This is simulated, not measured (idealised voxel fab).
process module | voxel tone inversion
cross-section cut | 230 nm wide | cells 5 nm
A cross-section is a grid of square cells, given in bands from the top down. A band is one or more rows of cells.
Each band's line starts with the height of the band's top and of its bottom, in nm. Then come its materials from left to right, each with its width in nm. One material with "throughout" fills the band from edge to edge. "air" is empty space.
Height 0 is the level under which the wafer as received is all one material. The lowest band goes on downwards, as in "0 down".
A width such as "30 to 40" changes by the same amount from each row of cells to the next, from the band's top row to its bottom row.
"no change" after a step means that no cell of the cross-section changed.
closed voids: empty space of 8 cells or more with no open way to the top, each as width x height at its distance from the left edge, in nm
after a step's settings: what the simulator itself notes on the step
overlay nm, on a step with a mask: how far to the right of its planned place the mask lay; to the left if negative
plan
1 op RECEIVE | material Si
2 op CONFORMAL_DEP | material SiN | thk nm 10
3 op DIRECTIONAL_DEP | material aC | thk nm 25
4 op PATTERN | tone cover | mask id POSTS | material resist | width nm 20 | pitch nm 35 | thk nm 35 | overlay nm 0
5 op DIRECTIONAL_ETCH | etch materials aC | depth nm 25
6 op STRIP | etch materials resist
7 op FILL_DEP | material lowk | thk nm 10
8 op CMP | height nm 35
9 op STRIP | etch materials aC
first wafer, as planned
as received, after step 1
  0 down: Si throughout
  closed voids: none
after step 2
  10 to 0: SiN throughout
  below 0: unchanged
after step 3
  35 to 10: aC throughout
  below 10: unchanged
after step 4
  70 to 35: air 70 | resist 20 | air 15 | resist 20 | air 15 | resist 20 | air 70
  below 35: unchanged
after step 5
  45 to 35: air 70 | resist 20 | air 15 | resist 20 | air 15 | resist 20 | air 70
  35 to 10: air 70 | aC 20 | air 15 | aC 20 | air 15 | aC 20 | air 70
  below 10: unchanged
after step 6
  35 to 10: air 70 | aC 20 | air 15 | aC 20 | air 15 | aC 20 | air 70
  below 10: unchanged
after step 7
  45 to 35: lowk throughout
  35 to 10: lowk 70 | aC 20 | lowk 15 | aC 20 | lowk 15 | aC 20 | lowk 70
  below 10: unchanged
after step 8
  35 to 10: lowk 70 | aC 20 | lowk 15 | aC 20 | lowk 15 | aC 20 | lowk 70
  below 10: unchanged
after step 9
  35 to 10: lowk 70 | air 20 | lowk 15 | air 20 | lowk 15 | air 20 | lowk 70
  below 10: unchanged
second wafer: like start, like plan, one mistake. Through step 3 it matches the first wafer
when step 4 should have ended
  70 to 35: resist 70 | air 20 | resist 15 | air 20 | resist 15 | air 20 | resist 70
  below 35: unchanged
when step 5 should have ended
  45 to 35: resist 70 | air 20 | resist 15 | air 20 | resist 15 | air 20 | resist 70
  35 to 10: aC 70 | air 20 | aC 15 | air 20 | aC 15 | air 20 | aC 70
  below 10: unchanged
when step 6 should have ended
  35 to 10: aC 70 | air 20 | aC 15 | air 20 | aC 15 | air 20 | aC 70
  below 10: unchanged
when step 7 should have ended
  45 to 35: lowk throughout
  35 to 10: aC 70 | lowk 20 | aC 15 | lowk 20 | aC 15 | lowk 20 | aC 70
  below 10: unchanged
when step 8 should have ended
  35 to 10: aC 70 | lowk 20 | aC 15 | lowk 20 | aC 15 | lowk 20 | aC 70
  below 10: unchanged
when step 9 should have ended
  35 to 10: air 70 | lowk 20 | air 15 | lowk 20 | air 15 | lowk 20 | air 70
  below 10: unchanged
what went wrong: step 4 ran as: op PATTERN | tone open | mask id POSTS | material resist | width nm 20 | pitch nm 35 | thk nm 35 | overlay nm 0
at the end the second wafer has, in cells: 110 fewer of lowk
